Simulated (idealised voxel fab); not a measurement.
The following is a process module called voxel air gaps.
Section shown: cut. Width: 255 nm. Cell size: 5 nm, square.
Cross-section layout: square cells on a grid; listed as bands, top to bottom; a band spans one or more cell rows. First you get the band's top height and its bottom height, in nm, and then the materials it's made of, left to right, with each width in nm. If you see a single material with "edge to edge", that one covers the band edge to edge. "air" is empty space. Beneath 0, the wafer as received is one material, and that level is where height counting begins. The lowest band goes on downward without a bottom; it is written like "0..down". It should be noted that a width expressed as "30 to 40" varies in equal increments from row to row of cells within the band, taking the value of the first number at the top row and that of the second number at the bottom row. No cell of the cross-section changed in a step that is given as "same as before". Empty spaces counting at least 8 cells and having no open way to the top are listed in "Voids, enclosed". The notation width x height at distance is used for each, the distance being from the left edge and all three values in nm. What comes after the settings on a step's line is commentary from the simulator itself on that step. overlay nm: step with mask; distance mask lay right of planned place; negative value = left of planned place.
[Process steps foreseen in the plan]
| 1 | RECEIVE: material Si |
| 2 | CONFORMAL_DEP: material SiO2, thk nm 15 |
| 3 | CONFORMAL_DEP: material SiN, thk nm 5 |
| 4 | DIRECTIONAL_DEP: material lowk, thk nm 35 |
| 5 | DIRECTIONAL_DEP: material aC, thk nm 10 |
| 6 | PATTERN: tone open, mask id LINES, material resist, width nm 25, pitch nm 55, thk nm 25, overlay nm 0 |
| 7 | DIRECTIONAL_ETCH: etch materials aC, depth nm 10 |
| 8 | STRIP: etch materials resist |
| 9 | DIRECTIONAL_ETCH: etch materials lowk, depth nm 35 |
| 10 | STRIP: etch materials aC |
| 11 | CONFORMAL_DEP: material TiN, thk nm 5 |
| 12 | FILL_DEP: material W, thk nm 5 |
| 13 | CMP: height nm 55 |
| 14 | EPI: material Ru, thk nm 10 |
| 15 | SELECTIVE_ETCH: etch materials lowk, depth nm 45 |
| 16 | CONFORMAL_DEP: material SiN, thk nm 5 |
[Wafer cross-section on receipt, i.e. after step 1]
  0..down = Si edge to edge
  Voids, enclosed: none
[End-of-module cross-section of the first of two wafers, processed as planned]
  70..65 = 45 nm air / 165 nm SiN / 45 nm air
  65..55 = 45 nm air / 5 nm SiN / 45 nm Ru / 10 nm SiN / 45 nm Ru / 10 nm SiN / 45 nm Ru / 5 nm SiN / 45 nm air
  55..50 = 45 nm air / 15 nm SiN / 5 nm TiN / 15 nm W / 5 nm TiN / 30 nm SiN / 5 nm TiN / 15 nm W / 5 nm TiN / 30 nm SiN / 5 nm TiN / 15 nm W / 5 nm TiN / 15 nm SiN / 45 nm air
  50..25 = 55 nm air / 5 nm SiN / 5 nm TiN / 15 nm W / 5 nm TiN / 5 nm SiN / 20 nm air / 5 nm SiN / 5 nm TiN / 15 nm W / 5 nm TiN / 5 nm SiN / 20 nm air / 5 nm SiN / 5 nm TiN / 15 nm W / 5 nm TiN / 5 nm SiN / 55 nm air
  25..20 = 60 nm SiN / 25 nm TiN / 30 nm SiN / 25 nm TiN / 30 nm SiN / 25 nm TiN / 60 nm SiN
  20..15 = SiN edge to edge
  15..0 = SiO2 edge to edge
  0..down = Si edge to edge
  Voids, enclosed: 20 x 25 at 90; 20 x 25 at 145
[Cross-sectional view: second of two wafers, end of module; start and plan identical to the first, one mistake in running]
  70..65 = SiN edge to edge
  65..55 = 70 nm Ru / 5 nm SiN / 50 nm Ru / 5 nm SiN / 50 nm Ru / 5 nm SiN / 70 nm Ru
  55..50 = 55 nm W / 5 nm TiN / 25 nm SiN / 5 nm TiN / 20 nm W / 5 nm TiN / 25 nm SiN / 5 nm TiN / 20 nm W / 5 nm TiN / 25 nm SiN / 5 nm TiN / 55 nm W
  50..25 = 55 nm W / 5 nm TiN / 5 nm SiN / 15 nm air / 5 nm SiN / 5 nm TiN / 20 nm W / 5 nm TiN / 5 nm SiN / 15 nm air / 5 nm SiN / 5 nm TiN / 20 nm W / 5 nm TiN / 5 nm SiN / 15 nm air / 5 nm SiN / 5 nm TiN / 55 nm W
  25..20 = 60 nm TiN / 25 nm SiN / 30 nm TiN / 25 nm SiN / 30 nm TiN / 25 nm SiN / 60 nm TiN
  20..15 = SiN edge to edge
  15..0 = SiO2 edge to edge
  0..down = Si edge to edge
  Voids, enclosed: 15 x 25 at 65; 15 x 25 at 120; 15 x 25 at 175
Misprocessing identified: so step 6 ended up running with a different setting than we planned, it ran as PATTERN: tone cover, mask id LINES, material resist, width nm 25, pitch nm 55, thk nm 25, overlay nm 0
Cell-count delta at end, second wafer over first, by material: Ru +42; SiN -12; TiN +21; W +126
On completion, 3 closed voids are found in the second wafer, whereas the first wafer has 2.
